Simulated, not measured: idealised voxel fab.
Process module under the name voxel ribs on slabs
Square cells of 5 nm make up the cross-section cut, whose width is 155 nm.
Format of a cross-section: grid, square cells. Given as bands. Order: top down. Band: one or more rows of cells.
The entry gives the band's vertical extent as a top height and a bottom height in nm, then its horizontal make-up as materials from left to right, each with a width in nm. "empty" stands for empty space; a single material marked "everywhere" fills the band edge to edge.
Where do heights start? At 0: under that level the wafer as delivered is made of one material only. And the lowest band has no floor; it just carries on downward, as in "top 0, no bottom".
It should be noted that a width expressed as "30->40" varies in equal increments from row to row of cells within the band, taking the value of the first number at the top row and that of the second number at the bottom row.
A step reported as "nothing different" is a step in which no cell of the cross-section changed.
Heads up: "Enclosed void catalog" only lists the empty pockets with no open path to the top that are 8 cells or more, and it writes them as width x height at distance, distance from the left edge, in nm.
Post-settings text on a step line: simulator's own remark regarding the step.
For masked steps, "overlay nm" on the step line gives how far right of plan the mask actually lay; a minus sign means it lay to the left.
Planned process steps:
| 1 | RECEIVE | material Si |
| 2 | DIRECTIONAL_DEP | material SiO2 | thk nm 20 |
| 3 | DIRECTIONAL_DEP | material polySi | thk nm 25 |
| 4 | MASKED_ETCH | tone cover | mask id RIB | width nm 30 | etch materials polySi | depth nm 20 | overlay nm 0 |
| 5 | DIRECTIONAL_DEP | material aC | thk nm 15 |
| 6 | PATTERN | tone cover | mask id SLAB | material resist | width nm 60 | thk nm 35 | overlay nm 0 |
| 7 | DIRECTIONAL_ETCH | etch materials aC | depth nm 15 |
| 8 | STRIP | etch materials resist |
| 9 | DIRECTIONAL_ETCH | etch materials polySi | depth nm 5 |
| 10 | STRIP | etch materials aC |
| 11 | FILL_DEP | material SiO2 | thk nm 20 |
| 12 | CMP | height nm 60 |
| 13 | DIRECTIONAL_DEP | material W | thk nm 10 |
| 14 | PATTERN | tone cover | mask id HEATER | material resist | width nm 40 | thk nm 15 | overlay nm 0 |
| 15 | DIRECTIONAL_ETCH | etch materials W | depth nm 10 |
| 16 | STRIP | etch materials resist |
| 17 | CONFORMAL_DEP | material SiO2 | thk nm 10 |
Concerning the first of two wafers, which was run in accordance with the plan:
Incoming wafer, cross-sectional view, post step 1:
- top 0, no bottom | Si everywhere
- Enclosed void catalog: none
After step 2, in cross-section:
- top 20, bottom 0 | SiO2 everywhere
- Everything below 0 is unchanged.
After step 3, in cross-section:
- top 45, bottom 20 | polySi everywhere
- Everything below 20 is unchanged.
After step 4, in cross-section:
- top 45, bottom 25 | empty 60 | polySi 30 | empty 65
- Everything below 25 is unchanged.
After step 5, in cross-section:
- top 60, bottom 45 | empty 60 | aC 30 | empty 65
- top 45, bottom 40 | empty 60 | polySi 30 | empty 65
- top 40, bottom 25 | aC 60 | polySi 30 | aC 65
- Everything below 25 is unchanged.
After step 6, in cross-section:
- top 95, bottom 60 | empty 45 | resist 60 | empty 50
- top 60, bottom 45 | empty 45 | resist 15 | aC 30 | resist 15 | empty 50
- top 45, bottom 40 | empty 45 | resist 15 | polySi 30 | resist 15 | empty 50
- Everything below 40 is unchanged.
After step 7, in cross-section:
- top 80, bottom 60 | empty 45 | resist 60 | empty 50
- top 60, bottom 45 | empty 45 | resist 15 | aC 30 | resist 15 | empty 50
- top 45, bottom 40 | empty 45 | resist 15 | polySi 30 | resist 15 | empty 50
- top 40, bottom 25 | empty 45 | aC 15 | polySi 30 | aC 15 | empty 50
- Everything below 25 is unchanged.
After step 8, in cross-section:
- top 60, bottom 45 | empty 60 | aC 30 | empty 65
- top 45, bottom 40 | empty 60 | polySi 30 | empty 65
- Everything below 40 is unchanged.
After step 9, in cross-section:
- top 60, bottom 45 | empty 60 | aC 30 | empty 65
- top 45, bottom 40 | empty 60 | polySi 30 | empty 65
- top 40, bottom 25 | empty 45 | aC 15 | polySi 30 | aC 15 | empty 50
- top 25, bottom 20 | empty 45 | polySi 60 | empty 50
- Everything below 20 is unchanged.
After step 10, in cross-section:
- top 45, bottom 25 | empty 60 | polySi 30 | empty 65
- Everything below 25 is unchanged.
After step 11, in cross-section:
- top 65, bottom 45 | SiO2 everywhere
- top 45, bottom 25 | SiO2 60 | polySi 30 | SiO2 65
- top 25, bottom 20 | SiO2 45 | polySi 60 | SiO2 50
- Everything below 20 is unchanged.
After step 12, in cross-section:
- top 60, bottom 45 | SiO2 everywhere
- Everything below 45 is unchanged.
After step 13, in cross-section:
- top 70, bottom 60 | W everywhere
- Everything below 60 is unchanged.
After step 14, in cross-section:
- top 85, bottom 70 | empty 55 | resist 40 | empty 60
- Everything below 70 is unchanged.
After step 15, in cross-section:
- top 85, bottom 70 | empty 55 | resist 40 | empty 60
- top 70, bottom 60 | empty 55 | W 40 | empty 60
- Everything below 60 is unchanged.
After step 16, in cross-section:
- top 70, bottom 60 | empty 55 | W 40 | empty 60
- Everything below 60 is unchanged.
After step 17, in cross-section:
- top 80, bottom 70 | empty 45 | SiO2 60 | empty 50
- top 70, bottom 60 | SiO2 55 | W 40 | SiO2 60
- Everything below 60 is unchanged.
Regarding the second of the two wafers: it shared the first wafer's starting condition and process plan, yet one error occurred during its execution. Its history coincides with that of the first wafer up to and including step 1:
Cross-section of the second wafer corresponding to the planned conclusion of step 2:
- top 25, bottom 0 | polySi everywhere
- Everything below 0 is unchanged.
Cross-section of the second wafer corresponding to the planned conclusion of step 3:
- top 45, bottom 25 | SiO2 everywhere
- Everything below 25 is unchanged.
Cross-section of the second wafer corresponding to the planned conclusion of step 4: nothing different
Cross-section of the second wafer corresponding to the planned conclusion of step 5:
- top 60, bottom 45 | aC everywhere
- Everything below 45 is unchanged.
Cross-section of the second wafer corresponding to the planned conclusion of step 6:
- top 95, bottom 60 | empty 45 | resist 60 | empty 50
- Everything below 60 is unchanged.
Cross-section of the second wafer corresponding to the planned conclusion of step 7:
- top 80, bottom 60 | empty 45 | resist 60 | empty 50
- top 60, bottom 45 | empty 45 | aC 60 | empty 50
- Everything below 45 is unchanged.
Cross-section of the second wafer corresponding to the planned conclusion of step 8:
- top 60, bottom 45 | empty 45 | aC 60 | empty 50
- Everything below 45 is unchanged.
Cross-section of the second wafer corresponding to the planned conclusion of step 9: nothing different
Cross-section of the second wafer corresponding to the planned conclusion of step 10:
- top 45, bottom 25 | SiO2 everywhere
- Everything below 25 is unchanged.
Cross-section of the second wafer corresponding to the planned conclusion of step 11:
- top 65, bottom 25 | SiO2 everywhere
- Everything below 25 is unchanged.
Cross-section of the second wafer corresponding to the planned conclusion of step 12:
- top 60, bottom 25 | SiO2 everywhere
- Everything below 25 is unchanged.
Cross-section of the second wafer corresponding to the planned conclusion of step 13:
- top 70, bottom 60 | W everywhere
- Everything below 60 is unchanged.
Cross-section of the second wafer corresponding to the planned conclusion of step 14:
- top 85, bottom 70 | empty 55 | resist 40 | empty 60
- Everything below 70 is unchanged.
Cross-section of the second wafer corresponding to the planned conclusion of step 15:
- top 85, bottom 70 | empty 55 | resist 40 | empty 60
- top 70, bottom 60 | empty 55 | W 40 | empty 60
- Everything below 60 is unchanged.
Cross-section of the second wafer corresponding to the planned conclusion of step 16:
- top 70, bottom 60 | empty 55 | W 40 | empty 60
- Everything below 60 is unchanged.
Cross-section of the second wafer corresponding to the planned conclusion of step 17:
- top 80, bottom 70 | empty 45 | SiO2 60 | empty 50
- top 70, bottom 60 | SiO2 55 | W 40 | SiO2 60
- Everything below 60 is unchanged.
Error vs. plan: so 2 and 3 got swapped relative to the plan, each ran where the other was supposed to
Cell-count delta at end, second wafer over first, by material: SiO2: 119 fewer | polySi: 119 more
